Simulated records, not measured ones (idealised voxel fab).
Process module, titled voxel spacer lines
Section cut is 215 nm wide and gridded with 5 nm square cells.
Format of a cross-section: grid, square cells. Given as bands. Order: top down. Band: one or more rows of cells.
First you get the band's top height and its bottom height, in nm, and then the materials it's made of, left to right, with each width in nm. If you see a single material with "everywhere", that one covers the band edge to edge. "empty" is empty space.
Note: height 0 marks the level under which the wafer is uniformly one material as received. Lowest band unbounded below, written "top 0, no bottom".
It should be noted that a width expressed as "30..40" varies in equal increments from row to row of cells within the band, taking the value of the first number at the top row and that of the second number at the bottom row.
A step reported as "same as before" is a step in which no cell of the cross-section changed.
Basically, "Closed void entries" tells you about the enclosed voids: empty spaces with no open way to the top, 8 cells or bigger, each written width x height at distance, where distance is from the left edge, all in nm.
Step line, after settings: the simulator's comment on this step.
Among the settings permitted on a step's line is "overlay nm"; applied to a step with a mask, it specifies the extent to which the mask lay to the right of its planned position, whereas a negative figure signifies a position to the left.
What follows is a series of pairs. Each pair shows a cross-section before one process step and the cross-section after it, and the after view is drawn only down to the lowest band that changed. Beneath each pair is the step that lies between the two, with its settings. Pairs may come from different runs of this module on the same starting wafer, so a pair continues from the one above it only where its entry headed "Pre-process state" says so.

### Pre-process state
top 0, no bottom: Si everywhere
Closed void entries: none

### Post-Process Section
top 10, bottom 0: Al2O3 everywhere
No changes below 0.
Closed void entries: none
Can you name the step between the two cross-sections above? It is CONFORMAL_DEP with material Al2O3, thk nm 10

Pre-process state: after-state, pair directly above.

### Post-Process Section
top 25, bottom 10: SiN everywhere
No changes below 10.
Closed void entries: none
Can you name the step between the two cross-sections above? It is DIRECTIONAL_DEP with material SiN, thk nm 15

Pre-process state: after-state, pair directly above.

### Post-Process Section
top 55, bottom 25: aC everywhere
No changes below 25.
Closed void entries: none
Can you name the step between the two cross-sections above? It is DIRECTIONAL_DEP with material aC, thk nm 30

Pre-process state: after-state, pair directly above.

### Post-Process Section
top 95, bottom 55: empty 70 nm, resist 15 nm, empty 45 nm, resist 15 nm, empty 70 nm
No changes below 55.
Closed void entries: none
Can you name the step between the two cross-sections above? It is PATTERN with tone cover, mask id MANDREL, material resist, width nm 15, pitch nm 60, thk nm 40, overlay nm 0

Pre-process state: after-state, pair directly above.

### Post-Process Section
top 65, bottom 55: empty 70 nm, resist 15 nm, empty 45 nm, resist 15 nm, empty 70 nm
top 55, bottom 25: empty 70 nm, aC 15 nm, empty 45 nm, aC 15 nm, empty 70 nm
No changes below 25.
Closed void entries: none
Can you name the step between the two cross-sections above? It is DIRECTIONAL_ETCH with etch materials aC, depth nm 30

Pre-process state: after-state, pair directly above.

### Post-Process Section
top 55, bottom 25: empty 70 nm, aC 15 nm, empty 45 nm, aC 15 nm, empty 70 nm
No changes below 25.
Closed void entries: none
Can you name the step between the two cross-sections above? It is STRIP with etch materials resist

Pre-process state: after-state, pair directly above.

### Post-Process Section
top 70, bottom 55: empty 55 nm, SiO2 45 nm, empty 15 nm, SiO2 45 nm, empty 55 nm
top 55, bottom 40: empty 55 nm, SiO2 15 nm, aC 15 nm, SiO2 15 nm, empty 15 nm, SiO2 15 nm, aC 15 nm, SiO2 15 nm, empty 55 nm
top 40, bottom 25: SiO2 70 nm, aC 15 nm, SiO2 45 nm, aC 15 nm, SiO2 70 nm
No changes below 25.
Closed void entries: none
Can you name the step between the two cross-sections above? It is CONFORMAL_DEP with material SiO2, thk nm 15

Pre-process state: after-state, pair directly above.

### Post-Process Section
top 55, bottom 25: empty 55 nm, SiO2 15 nm, aC 15 nm, SiO2 15 nm, empty 15 nm, SiO2 15 nm, aC 15 nm, SiO2 15 nm, empty 55 nm
No changes below 25.
Closed void entries: none
Can you name the step between the two cross-sections above? It is DIRECTIONAL_ETCH with etch materials SiO2, depth nm 15

Pre-process state: after-state, pair directly above.

### Post-Process Section
top 55, bottom 25: empty 55 nm, SiO2 15 nm, empty 15 nm, SiO2 15 nm, empty 15 nm, SiO2 15 nm, empty 15 nm, SiO2 15 nm, empty 55 nm
No changes below 25.
Closed void entries: none
Can you name the step between the two cross-sections above? It is STRIP with etch materials aC

Pre-process state: after-state, pair directly above.

### Post-Process Section
top 55, bottom 25: empty 55 nm, SiO2 15 nm, empty 15 nm, SiO2 15 nm, empty 15 nm, SiO2 15 nm, empty 15 nm, SiO2 15 nm, empty 55 nm
top 25, bottom 10: empty 55 nm, SiN 15 nm, empty 15 nm, SiN 15 nm, empty 15 nm, SiN 15 nm, empty 15 nm, SiN 15 nm, empty 55 nm
No changes below 10.
Closed void entries: none
Can you name the step between the two cross-sections above? It is DIRECTIONAL_ETCH with etch materials SiN, depth nm 15

Pre-process state: after-state, pair directly above.

### Post-Process Section
top 25, bottom 10: empty 55 nm, SiN 15 nm, empty 15 nm, SiN 15 nm, empty 15 nm, SiN 15 nm, empty 15 nm, SiN 15 nm, empty 55 nm
No changes below 10.
Closed void entries: none
Can you name the step between the two cross-sections above? It is STRIP with etch materials SiO2

### Pre-process state
top 0, no bottom: Si everywhere
Closed void entries: none

### Post-Process Section
top 15, bottom 0: SiN everywhere
No changes below 0.
Closed void entries: none
Can you name the step between the two cross-sections above? It is DIRECTIONAL_DEP with material SiN, thk nm 15

Pre-process state: after-state, pair directly above.

### Post-Process Section
top 45, bottom 15: aC everywhere
No changes below 15.
Closed void entries: none
Can you name the step between the two cross-sections above? It is DIRECTIONAL_DEP with material aC, thk nm 30

Pre-process state: after-state, pair directly above.

### Post-Process Section
top 85, bottom 45: empty 70 nm, resist 15 nm, empty 45 nm, resist 15 nm, empty 70 nm
No changes below 45.
Closed void entries: none
Can you name the step between the two cross-sections above? It is PATTERN with tone cover, mask id MANDREL, material resist, width nm 15, pitch nm 60, thk nm 40, overlay nm 0

Pre-process state: after-state, pair directly above.

### Post-Process Section
top 55, bottom 45: empty 70 nm, resist 15 nm, empty 45 nm, resist 15 nm, empty 70 nm
top 45, bottom 15: empty 70 nm, aC 15 nm, empty 45 nm, aC 15 nm, empty 70 nm
No changes below 15.
Closed void entries: none
Can you name the step between the two cross-sections above? It is DIRECTIONAL_ETCH with etch materials aC, depth nm 30

Pre-process state: after-state, pair directly above.

### Post-Process Section
top 45, bottom 15: empty 70 nm, aC 15 nm, empty 45 nm, aC 15 nm, empty 70 nm
No changes below 15.
Closed void entries: none
Can you name the step between the two cross-sections above? It is STRIP with etch materials resist

Pre-process state: after-state, pair directly above.

### Post-Process Section
top 60, bottom 45: empty 55 nm, SiO2 45 nm, empty 15 nm, SiO2 45 nm, empty 55 nm
top 45, bottom 30: empty 55 nm, SiO2 15 nm, aC 15 nm, SiO2 15 nm, empty 15 nm, SiO2 15 nm, aC 15 nm, SiO2 15 nm, empty 55 nm
top 30, bottom 15: SiO2 70 nm, aC 15 nm, SiO2 45 nm, aC 15 nm, SiO2 70 nm
No changes below 15.
Closed void entries: none
Can you name the step between the two cross-sections above? It is CONFORMAL_DEP with material SiO2, thk nm 15

Pre-process state: after-state, pair directly above.

### Post-Process Section
top 45, bottom 15: empty 55 nm, SiO2 15 nm, aC 15 nm, SiO2 15 nm, empty 15 nm, SiO2 15 nm, aC 15 nm, SiO2 15 nm, empty 55 nm
No changes below 15.
Closed void entries: none
Can you name the step between the two cross-sections above? It is DIRECTIONAL_ETCH with etch materials SiO2, depth nm 15

Pre-process state: after-state, pair directly above.

### Post-Process Section
top 45, bottom 15: empty 55 nm, SiO2 15 nm, empty 15 nm, SiO2 15 nm, empty 15 nm, SiO2 15 nm, empty 15 nm, SiO2 15 nm, empty 55 nm
No changes below 15.
Closed void entries: none
Can you name the step between the two cross-sections above? It is STRIP with etch materials aC

Pre-process state: after-state, pair directly above.

### Post-Process Section
top 45, bottom 15: empty 55 nm, SiO2 15 nm, empty 15 nm, SiO2 15 nm, empty 15 nm, SiO2 15 nm, empty 15 nm, SiO2 15 nm, empty 55 nm
top 15, bottom 0: empty 55 nm, SiN 15 nm, empty 15 nm, SiN 15 nm, empty 15 nm, SiN 15 nm, empty 15 nm, SiN 15 nm, empty 55 nm
No changes below 0.
Closed void entries: none
Can you name the step between the two cross-sections above? It is DIRECTIONAL_ETCH with etch materials SiN, depth nm 15

Pre-process state: after-state, pair directly above.

### Post-Process Section
top 15, bottom 0: empty 55 nm, SiN 15 nm, empty 15 nm, SiN 15 nm, empty 15 nm, SiN 15 nm, empty 15 nm, SiN 15 nm, empty 55 nm
No changes below 0.
Closed void entries: none
Can you name the step between the two cross-sections above? It is STRIP with etch materials SiO2

### Pre-process state
top 25, bottom 10: SiN everywhere
top 10, bottom 0: Al2O3 everywhere
top 0, no bottom: Si everywhere
Closed void entries: none

### Post-Process Section
top 40, bottom 10: SiN everywhere
No changes below 10.
Closed void entries: none
Can you name the step between the two cross-sections above? It is DIRECTIONAL_DEP with material SiN, thk nm 15

Pre-process state: after-state, pair directly above.

### Post-Process Section
top 70, bottom 40: aC everywhere
No changes below 40.
Closed void entries: none
Can you name the step between the two cross-sections above? It is DIRECTIONAL_DEP with material aC, thk nm 30

Pre-process state: after-state, pair directly above.

### Post-Process Section
top 110, bottom 70: empty 70 nm, resist 15 nm, empty 45 nm, resist 15 nm, empty 70 nm
No changes below 70.
Closed void entries: none
Can you name the step between the two cross-sections above? It is PATTERN with tone cover, mask id MANDREL, material resist, width nm 15, pitch nm 60, thk nm 40, overlay nm 0

Pre-process state: after-state, pair directly above.

### Post-Process Section
top 80, bottom 70: empty 70 nm, resist 15 nm, empty 45 nm, resist 15 nm, empty 70 nm
top 70, bottom 40: empty 70 nm, aC 15 nm, empty 45 nm, aC 15 nm, empty 70 nm
No changes below 40.
Closed void entries: none
Can you name the step between the two cross-sections above? It is DIRECTIONAL_ETCH with etch materials aC, depth nm 30

Pre-process state: after-state, pair directly above.

### Post-Process Section
top 70, bottom 40: empty 70 nm, aC 15 nm, empty 45 nm, aC 15 nm, empty 70 nm
No changes below 40.
Closed void entries: none
Can you name the step between the two cross-sections above? It is STRIP with etch materials resist

Pre-process state: after-state, pair directly above.

### Post-Process Section
top 85, bottom 70: empty 55 nm, SiO2 45 nm, empty 15 nm, SiO2 45 nm, empty 55 nm
top 70, bottom 55: empty 55 nm, SiO2 15 nm, aC 15 nm, SiO2 15 nm, empty 15 nm, SiO2 15 nm, aC 15 nm, SiO2 15 nm, empty 55 nm
top 55, bottom 40: SiO2 70 nm, aC 15 nm, SiO2 45 nm, aC 15 nm, SiO2 70 nm
No changes below 40.
Closed void entries: none
Can you name the step between the two cross-sections above? It is CONFORMAL_DEP with material SiO2, thk nm 15

Pre-process state: after-state, pair directly above.

### Post-Process Section
top 70, bottom 40: empty 55 nm, SiO2 15 nm, aC 15 nm, SiO2 15 nm, empty 15 nm, SiO2 15 nm, aC 15 nm, SiO2 15 nm, empty 55 nm
No changes below 40.
Closed void entries: none
Can you name the step between the two cross-sections above? It is DIRECTIONAL_ETCH with etch materials SiO2, depth nm 15

Pre-process state: after-state, pair directly above.

### Post-Process Section
top 70, bottom 40: empty 55 nm, SiO2 15 nm, empty 15 nm, SiO2 15 nm, empty 15 nm, SiO2 15 nm, empty 15 nm, SiO2 15 nm, empty 55 nm
No changes below 40.
Closed void entries: none
Can you name the step between the two cross-sections above? It is STRIP with etch materials aC

Pre-process state: after-state, pair directly above.

### Post-Process Section
top 70, bottom 40: empty 55 nm, SiO2 15 nm, empty 15 nm, SiO2 15 nm, empty 15 nm, SiO2 15 nm, empty 15 nm, SiO2 15 nm, empty 55 nm
top 40, bottom 25: empty 55 nm, SiN 15 nm, empty 15 nm, SiN 15 nm, empty 15 nm, SiN 15 nm, empty 15 nm, SiN 15 nm, empty 55 nm
No changes below 25.
Closed void entries: none
Can you name the step between the two cross-sections above? It is DIRECTIONAL_ETCH with etch materials SiN, depth nm 15

Pre-process state: after-state, pair directly above.

### Post-Process Section
top 40, bottom 25: empty 55 nm, SiN 15 nm, empty 15 nm, SiN 15 nm, empty 15 nm, SiN 15 nm, empty 15 nm, SiN 15 nm, empty 55 nm
No changes below 25.
Closed void entries: none
Can you name the step between the two cross-sections above? It is STRIP with etch materials SiO2

### Pre-process state
top 15, bottom 0: SiN everywhere
top 0, no bottom: Si everywhere
Closed void entries: none

### Post-Process Section
top 25, bottom 15: Al2O3 everywhere
No changes below 15.
Closed void entries: none
Can you name the step between the two cross-sections above? It is CONFORMAL_DEP with material Al2O3, thk nm 10

Pre-process state: after-state, pair directly above.

### Post-Process Section
top 55, bottom 25: aC everywhere
No changes below 25.
Closed void entries: none
Can you name the step between the two cross-sections above? It is DIRECTIONAL_DEP with material aC, thk nm 30

Pre-process state: after-state, pair directly above.

### Post-Process Section
top 95, bottom 55: empty 70 nm, resist 15 nm, empty 45 nm, resist 15 nm, empty 70 nm
No changes below 55.
Closed void entries: none
Can you name the step between the two cross-sections above? It is PATTERN with tone cover, mask id MANDREL, material resist, width nm 15, pitch nm 60, thk nm 40, overlay nm 0

Pre-process state: after-state, pair directly above.

### Post-Process Section
top 65, bottom 55: empty 70 nm, resist 15 nm, empty 45 nm, resist 15 nm, empty 70 nm
top 55, bottom 25: empty 70 nm, aC 15 nm, empty 45 nm, aC 15 nm, empty 70 nm
No changes below 25.
Closed void entries: none
Can you name the step between the two cross-sections above? It is DIRECTIONAL_ETCH with etch materials aC, depth nm 30

Pre-process state: after-state, pair directly above.

### Post-Process Section
top 55, bottom 25: empty 70 nm, aC 15 nm, empty 45 nm, aC 15 nm, empty 70 nm
No changes below 25.
Closed void entries: none
Can you name the step between the two cross-sections above? It is STRIP with etch materials resist

Pre-process state: after-state, pair directly above.

### Post-Process Section
top 70, bottom 55: empty 55 nm, SiO2 45 nm, empty 15 nm, SiO2 45 nm, empty 55 nm
top 55, bottom 40: empty 55 nm, SiO2 15 nm, aC 15 nm, SiO2 15 nm, empty 15 nm, SiO2 15 nm, aC 15 nm, SiO2 15 nm, empty 55 nm
top 40, bottom 25: SiO2 70 nm, aC 15 nm, SiO2 45 nm, aC 15 nm, SiO2 70 nm
No changes below 25.
Closed void entries: none
Can you name the step between the two cross-sections above? It is CONFORMAL_DEP with material SiO2, thk nm 15

Pre-process state: after-state, pair directly above.

### Post-Process Section
top 55, bottom 25: empty 55 nm, SiO2 15 nm, aC 15 nm, SiO2 15 nm, empty 15 nm, SiO2 15 nm, aC 15 nm, SiO2 15 nm, empty 55 nm
No changes below 25.
Closed void entries: none
Can you name the step between the two cross-sections above? It is DIRECTIONAL_ETCH with etch materials SiO2, depth nm 15

Pre-process state: after-state, pair directly above.

### Post-Process Section
top 55, bottom 25: empty 55 nm, SiO2 15 nm, empty 15 nm, SiO2 15 nm, empty 15 nm, SiO2 15 nm, empty 15 nm, SiO2 15 nm, empty 55 nm
No changes below 25.
Closed void entries: none
Can you name the step between the two cross-sections above? It is STRIP with etch materials aC

Pre-process state: after-state, pair directly above.

### Post-Process Section
top 25, bottom 15: Al2O3 everywhere
No changes below 15.
Closed void entries: none
Can you name the step between the two cross-sections above? It is STRIP with etch materials SiO2

### Pre-process state
top 10, bottom 0: Al2O3 everywhere
top 0, no bottom: Si everywhere
Closed void entries: none

### Post-Process Section
top 30, bottom 10: SiN everywhere
No changes below 10.
Closed void entries: none
Can you name the step between the two cross-sections above? It is DIRECTIONAL_DEP with material SiN, thk nm 20

Pre-process state: after-state, pair directly above.

### Post-Process Section
top 60, bottom 30: aC everywhere
No changes below 30.
Closed void entries: none
Can you name the step between the two cross-sections above? It is DIRECTIONAL_DEP with material aC, thk nm 30

Pre-process state: after-state, pair directly above.

### Post-Process Section
top 100, bottom 60: empty 70 nm, resist 15 nm, empty 45 nm, resist 15 nm, empty 70 nm
No changes below 60.
Closed void entries: none
Can you name the step between the two cross-sections above? It is PATTERN with tone cover, mask id MANDREL, material resist, width nm 15, pitch nm 60, thk nm 40, overlay nm 0

Pre-process state: after-state, pair directly above.

### Post-Process Section
top 70, bottom 60: empty 70 nm, resist 15 nm, empty 45 nm, resist 15 nm, empty 70 nm
top 60, bottom 30: empty 70 nm, aC 15 nm, empty 45 nm, aC 15 nm, empty 70 nm
No changes below 30.
Closed void entries: none
Can you name the step between the two cross-sections above? It is DIRECTIONAL_ETCH with etch materials aC, depth nm 30

Pre-process state: after-state, pair directly above.

### Post-Process Section
top 60, bottom 30: empty 70 nm, aC 15 nm, empty 45 nm, aC 15 nm, empty 70 nm
No changes below 30.
Closed void entries: none
Can you name the step between the two cross-sections above? It is STRIP with etch materials resist

Pre-process state: after-state, pair directly above.

### Post-Process Section
top 75, bottom 60: empty 55 nm, SiO2 45 nm, empty 15 nm, SiO2 45 nm, empty 55 nm
top 60, bottom 45: empty 55 nm, SiO2 15 nm, aC 15 nm, SiO2 15 nm, empty 15 nm, SiO2 15 nm, aC 15 nm, SiO2 15 nm, empty 55 nm
top 45, bottom 30: SiO2 70 nm, aC 15 nm, SiO2 45 nm, aC 15 nm, SiO2 70 nm
No changes below 30.
Closed void entries: none
Can you name the step between the two cross-sections above? It is CONFORMAL_DEP with material SiO2, thk nm 15

Pre-process state: after-state, pair directly above.

### Post-Process Section
top 60, bottom 30: empty 55 nm, SiO2 15 nm, aC 15 nm, SiO2 15 nm, empty 15 nm, SiO2 15 nm, aC 15 nm, SiO2 15 nm, empty 55 nm
No changes below 30.
Closed void entries: none
Can you name the step between the two cross-sections above? It is DIRECTIONAL_ETCH with etch materials SiO2, depth nm 15

Pre-process state: after-state, pair directly above.

### Post-Process Section
top 60, bottom 30: empty 55 nm, SiO2 15 nm, empty 15 nm, SiO2 15 nm, empty 15 nm, SiO2 15 nm, empty 15 nm, SiO2 15 nm, empty 55 nm
No changes below 30.
Closed void entries: none
Can you name the step between the two cross-sections above? It is STRIP with etch materials aC

Pre-process state: after-state, pair directly above.

### Post-Process Section
top 60, bottom 30: empty 55 nm, SiO2 15 nm, empty 15 nm, SiO2 15 nm, empty 15 nm, SiO2 15 nm, empty 15 nm, SiO2 15 nm, empty 55 nm
top 30, bottom 15: empty 55 nm, SiN 15 nm, empty 15 nm, SiN 15 nm, empty 15 nm, SiN 15 nm, empty 15 nm, SiN 15 nm, empty 55 nm
No changes below 15.
Closed void entries: none
Can you name the step between the two cross-sections above? It is DIRECTIONAL_ETCH with etch materials SiN, depth nm 15

Pre-process state: after-state, pair directly above.

### Post-Process Section
top 30, bottom 15: empty 55 nm, SiN 15 nm, empty 15 nm, SiN 15 nm, empty 15 nm, SiN 15 nm, empty 15 nm, SiN 15 nm, empty 55 nm
No changes below 15.
Closed void entries: none
Can you name the step between the two cross-sections above? It is STRIP with etch materials SiO2

### Pre-process state
top 55, bottom 25: aC everywhere
top 25, bottom 10: SiN everywhere
top 10, bottom 0: Al2O3 everywhere
top 0, no bottom: Si everywhere
Closed void entries: none

### Post-Process Section
top 95, bottom 55: empty 70 nm, resist 20 nm, empty 40 nm, resist 20 nm, empty 65 nm
No changes below 55.
Closed void entries: none
Can you name the step between the two cross-sections above? It is PATTERN with tone cover, mask id MANDREL, material resist, width nm 20, pitch nm 60, thk nm 40, overlay nm 0

Pre-process state: after-state, pair directly above.

### Post-Process Section
top 65, bottom 55: empty 70 nm, resist 20 nm, empty 40 nm, resist 20 nm, empty 65 nm
top 55, bottom 25: empty 70 nm, aC 20 nm, empty 40 nm, aC 20 nm, empty 65 nm
No changes below 25.
Closed void entries: none
Can you name the step between the two cross-sections above? It is DIRECTIONAL_ETCH with etch materials aC, depth nm 30

Pre-process state: after-state, pair directly above.

### Post-Process Section
top 55, bottom 25: empty 70 nm, aC 20 nm, empty 40 nm, aC 20 nm, empty 65 nm
No changes below 25.
Closed void entries: none
Can you name the step between the two cross-sections above? It is STRIP with etch materials resist

Pre-process state: after-state, pair directly above.

### Post-Process Section
top 70, bottom 55: empty 55 nm, SiO2 50 nm, empty 10 nm, SiO2 50 nm, empty 50 nm
top 55, bottom 40: empty 55 nm, SiO2 15 nm, aC 20 nm, SiO2 15 nm, empty 10 nm, SiO2 15 nm, aC 20 nm, SiO2 15 nm, empty 50 nm
top 40, bottom 25: SiO2 70 nm, aC 20 nm, SiO2 40 nm, aC 20 nm, SiO2 65 nm
No changes below 25.
Closed void entries: none
Can you name the step between the two cross-sections above? It is CONFORMAL_DEP with material SiO2, thk nm 15

Pre-process state: after-state, pair directly above.

### Post-Process Section
top 55, bottom 25: empty 55 nm, SiO2 15 nm, aC 20 nm, SiO2 15 nm, empty 10 nm, SiO2 15 nm, aC 20 nm, SiO2 15 nm, empty 50 nm
No changes below 25.
Closed void entries: none
Can you name the step between the two cross-sections above? It is DIRECTIONAL_ETCH with etch materials SiO2, depth nm 15

Pre-process state: after-state, pair directly above.

### Post-Process Section
top 55, bottom 25: empty 55 nm, SiO2 15 nm, empty 20 nm, SiO2 15 nm, empty 10 nm, SiO2 15 nm, empty 20 nm, SiO2 15 nm, empty 50 nm
No changes below 25.
Closed void entries: none
Can you name the step between the two cross-sections above? It is STRIP with etch materials aC

Pre-process state: after-state, pair directly above.

### Post-Process Section
top 55, bottom 25: empty 55 nm, SiO2 15 nm, empty 20 nm, SiO2 15 nm, empty 10 nm, SiO2 15 nm, empty 20 nm, SiO2 15 nm, empty 50 nm
top 25, bottom 10: empty 55 nm, SiN 15 nm, empty 20 nm, SiN 15 nm, empty 10 nm, SiN 15 nm, empty 20 nm, SiN 15 nm, empty 50 nm
No changes below 10.
Closed void entries: none
Can you name the step between the two cross-sections above? It is DIRECTIONAL_ETCH with etch materials SiN, depth nm 15

Pre-process state: after-state, pair directly above.

### Post-Process Section
top 25, bottom 10: empty 55 nm, SiN 15 nm, empty 20 nm, SiN 15 nm, empty 10 nm, SiN 15 nm, empty 20 nm, SiN 15 nm, empty 50 nm
No changes below 10.
Closed void entries: none
Can you name the step between the two cross-sections above? It is STRIP with etch materials SiO2

### Pre-process state
top 55, bottom 25: aC everywhere
top 25, bottom 10: SiN everywhere
top 10, bottom 0: Al2O3 everywhere
top 0, no bottom: Si everywhere
Closed void entries: none

### Post-Process Section
top 95, bottom 55: empty 65 nm, resist 15 nm, empty 45 nm, resist 15 nm, empty 75 nm
No changes below 55.
Closed void entries: none
Can you name the step between the two cross-sections above? It is PATTERN with tone cover, mask id MANDREL, material resist, width nm 15, pitch nm 60, thk nm 40, overlay nm -5

Pre-process state: after-state, pair directly above.

### Post-Process Section
top 65, bottom 55: empty 65 nm, resist 15 nm, empty 45 nm, resist 15 nm, empty 75 nm
top 55, bottom 25: empty 65 nm, aC 15 nm, empty 45 nm, aC 15 nm, empty 75 nm
No changes below 25.
Closed void entries: none
Can you name the step between the two cross-sections above? It is DIRECTIONAL_ETCH with etch materials aC, depth nm 30

Pre-process state: after-state, pair directly above.

### Post-Process Section
top 55, bottom 25: empty 65 nm, aC 15 nm, empty 45 nm, aC 15 nm, empty 75 nm
No changes below 25.
Closed void entries: none
Can you name the step between the two cross-sections above? It is STRIP with etch materials resist

Pre-process state: after-state, pair directly above.

### Post-Process Section
top 70, bottom 55: empty 50 nm, SiO2 45 nm, empty 15 nm, SiO2 45 nm, empty 60 nm
top 55, bottom 40: empty 50 nm, SiO2 15 nm, aC 15 nm, SiO2 15 nm, empty 15 nm, SiO2 15 nm, aC 15 nm, SiO2 15 nm, empty 60 nm
top 40, bottom 25: SiO2 65 nm, aC 15 nm, SiO2 45 nm, aC 15 nm, SiO2 75 nm
No changes below 25.
Closed void entries: none
Can you name the step between the two cross-sections above? It is CONFORMAL_DEP with material SiO2, thk nm 15

Pre-process state: after-state, pair directly above.

### Post-Process Section
top 55, bottom 25: empty 50 nm, SiO2 15 nm, aC 15 nm, SiO2 15 nm, empty 15 nm, SiO2 15 nm, aC 15 nm, SiO2 15 nm, empty 60 nm
No changes below 25.
Closed void entries: none
Can you name the step between the two cross-sections above? It is DIRECTIONAL_ETCH with etch materials SiO2, depth nm 15

Pre-process state: after-state, pair directly above.

### Post-Process Section
top 55, bottom 25: empty 50 nm, SiO2 15 nm, empty 15 nm, SiO2 15 nm, empty 15 nm, SiO2 15 nm, empty 15 nm, SiO2 15 nm, empty 60 nm
No changes below 25.
Closed void entries: none
Can you name the step between the two cross-sections above? It is STRIP with etch materials aC

Pre-process state: after-state, pair directly above.

### Post-Process Section
top 55, bottom 25: empty 50 nm, SiO2 15 nm, empty 15 nm, SiO2 15 nm, empty 15 nm, SiO2 15 nm, empty 15 nm, SiO2 15 nm, empty 60 nm
top 25, bottom 10: empty 50 nm, SiN 15 nm, empty 15 nm, SiN 15 nm, empty 15 nm, SiN 15 nm, empty 15 nm, SiN 15 nm, empty 60 nm
No changes below 10.
Closed void entries: none
Can you name the step between the two cross-sections above? It is DIRECTIONAL_ETCH with etch materials SiN, depth nm 15

Pre-process state: after-state, pair directly above.

### Post-Process Section
top 25, bottom 10: empty 50 nm, SiN 15 nm, empty 15 nm, SiN 15 nm, empty 15 nm, SiN 15 nm, empty 15 nm, SiN 15 nm, empty 60 nm
No changes below 10.
Closed void entries: none
Can you name the step between the two cross-sections above? It is STRIP with etch materials SiO2

### Pre-process state
top 0, no bottom: Si everywhere
Closed void entries: none

### Post-Process Section
top 10, bottom 0: aC everywhere
No changes below 0.
Closed void entries: none
Can you name the step between the two cross-sections above? It is CONFORMAL_DEP with material aC, thk nm 10

Pre-process state: after-state, pair directly above.

### Post-Process Section
top 25, bottom 10: SiN everywhere
No changes below 10.
Closed void entries: none
Can you name the step between the two cross-sections above? It is DIRECTIONAL_DEP with material SiN, thk nm 15

Pre-process state: after-state, pair directly above.

### Post-Process Section
top 55, bottom 25: aC everywhere
No changes below 25.
Closed void entries: none
Can you name the step between the two cross-sections above? It is DIRECTIONAL_DEP with material aC, thk nm 30

Pre-process state: after-state, pair directly above.

### Post-Process Section
top 95, bottom 55: empty 70 nm, resist 15 nm, empty 45 nm, resist 15 nm, empty 70 nm
No changes below 55.
Closed void entries: none
Can you name the step between the two cross-sections above? It is PATTERN with tone cover, mask id MANDREL, material resist, width nm 15, pitch nm 60, thk nm 40, overlay nm 0

Pre-process state: after-state, pair directly above.

### Post-Process Section
top 65, bottom 55: empty 70 nm, resist 15 nm, empty 45 nm, resist 15 nm, empty 70 nm
top 55, bottom 25: empty 70 nm, aC 15 nm, empty 45 nm, aC 15 nm, empty 70 nm
No changes below 25.
Closed void entries: none
Can you name the step between the two cross-sections above? It is DIRECTIONAL_ETCH with etch materials aC, depth nm 30

Pre-process state: after-state, pair directly above.

### Post-Process Section
top 55, bottom 25: empty 70 nm, aC 15 nm, empty 45 nm, aC 15 nm, empty 70 nm
No changes below 25.
Closed void entries: none
Can you name the step between the two cross-sections above? It is STRIP with etch materials resist

Pre-process state: after-state, pair directly above.

### Post-Process Section
top 70, bottom 55: empty 55 nm, SiO2 45 nm, empty 15 nm, SiO2 45 nm, empty 55 nm
top 55, bottom 40: empty 55 nm, SiO2 15 nm, aC 15 nm, SiO2 15 nm, empty 15 nm, SiO2 15 nm, aC 15 nm, SiO2 15 nm, empty 55 nm
top 40, bottom 25: SiO2 70 nm, aC 15 nm, SiO2 45 nm, aC 15 nm, SiO2 70 nm
No changes below 25.
Closed void entries: none
Can you name the step between the two cross-sections above? It is CONFORMAL_DEP with material SiO2, thk nm 15

Pre-process state: after-state, pair directly above.

### Post-Process Section
top 55, bottom 25: empty 55 nm, SiO2 15 nm, aC 15 nm, SiO2 15 nm, empty 15 nm, SiO2 15 nm, aC 15 nm, SiO2 15 nm, empty 55 nm
No changes below 25.
Closed void entries: none
Can you name the step between the two cross-sections above? It is DIRECTIONAL_ETCH with etch materials SiO2, depth nm 15

Pre-process state: after-state, pair directly above.

### Post-Process Section
top 55, bottom 25: empty 55 nm, SiO2 15 nm, empty 15 nm, SiO2 15 nm, empty 15 nm, SiO2 15 nm, empty 15 nm, SiO2 15 nm, empty 55 nm
No changes below 25.
Closed void entries: none
Can you name the step between the two cross-sections above? It is STRIP with etch materials aC

Pre-process state: after-state, pair directly above.

### Post-Process Section
top 55, bottom 25: empty 55 nm, SiO2 15 nm, empty 15 nm, SiO2 15 nm, empty 15 nm, SiO2 15 nm, empty 15 nm, SiO2 15 nm, empty 55 nm
top 25, bottom 10: empty 55 nm, SiN 15 nm, empty 15 nm, SiN 15 nm, empty 15 nm, SiN 15 nm, empty 15 nm, SiN 15 nm, empty 55 nm
No changes below 10.
Closed void entries: none
Can you name the step between the two cross-sections above? It is DIRECTIONAL_ETCH with etch materials SiN, depth nm 15

Pre-process state: after-state, pair directly above.

### Post-Process Section
top 25, bottom 10: empty 55 nm, SiN 15 nm, empty 15 nm, SiN 15 nm, empty 15 nm, SiN 15 nm, empty 15 nm, SiN 15 nm, empty 55 nm
No changes below 10.
Closed void entries: none
Can you name the step between the two cross-sections above? It is STRIP with etch materials SiO2

### Pre-process state
top 55, bottom 25: aC everywhere
top 25, bottom 10: SiN everywhere
top 10, bottom 0: Al2O3 everywhere
top 0, no bottom: Si everywhere
Closed void entries: none

### Post-Process Section
top 95, bottom 55: resist 70 nm, empty 15 nm, resist 45 nm, empty 15 nm, resist 70 nm
No changes below 55.
Closed void entries: none
Can you name the step between the two cross-sections above? It is PATTERN with tone open, mask id MANDREL, material resist, width nm 15, pitch nm 60, thk nm 40, overlay nm 0

Pre-process state: after-state, pair directly above.

### Post-Process Section
top 65, bottom 55: resist 70 nm, empty 15 nm, resist 45 nm, empty 15 nm, resist 70 nm
top 55, bottom 25: aC 70 nm, empty 15 nm, aC 45 nm, empty 15 nm, aC 70 nm
No changes below 25.
Closed void entries: none
Can you name the step between the two cross-sections above? It is DIRECTIONAL_ETCH with etch materials aC, depth nm 30

Pre-process state: after-state, pair directly above.

### Post-Process Section
top 55, bottom 25: aC 70 nm, empty 15 nm, aC 45 nm, empty 15 nm, aC 70 nm
No changes below 25.
Closed void entries: none
Can you name the step between the two cross-sections above? It is STRIP with etch materials resist

Pre-process state: after-state, pair directly above.

### Post-Process Section
top 70, bottom 55: SiO2 everywhere
top 55, bottom 25: aC 70 nm, SiO2 15 nm, aC 45 nm, SiO2 15 nm, aC 70 nm
No changes below 25.
Closed void entries: none
Can you name the step between the two cross-sections above? It is CONFORMAL_DEP with material SiO2, thk nm 15
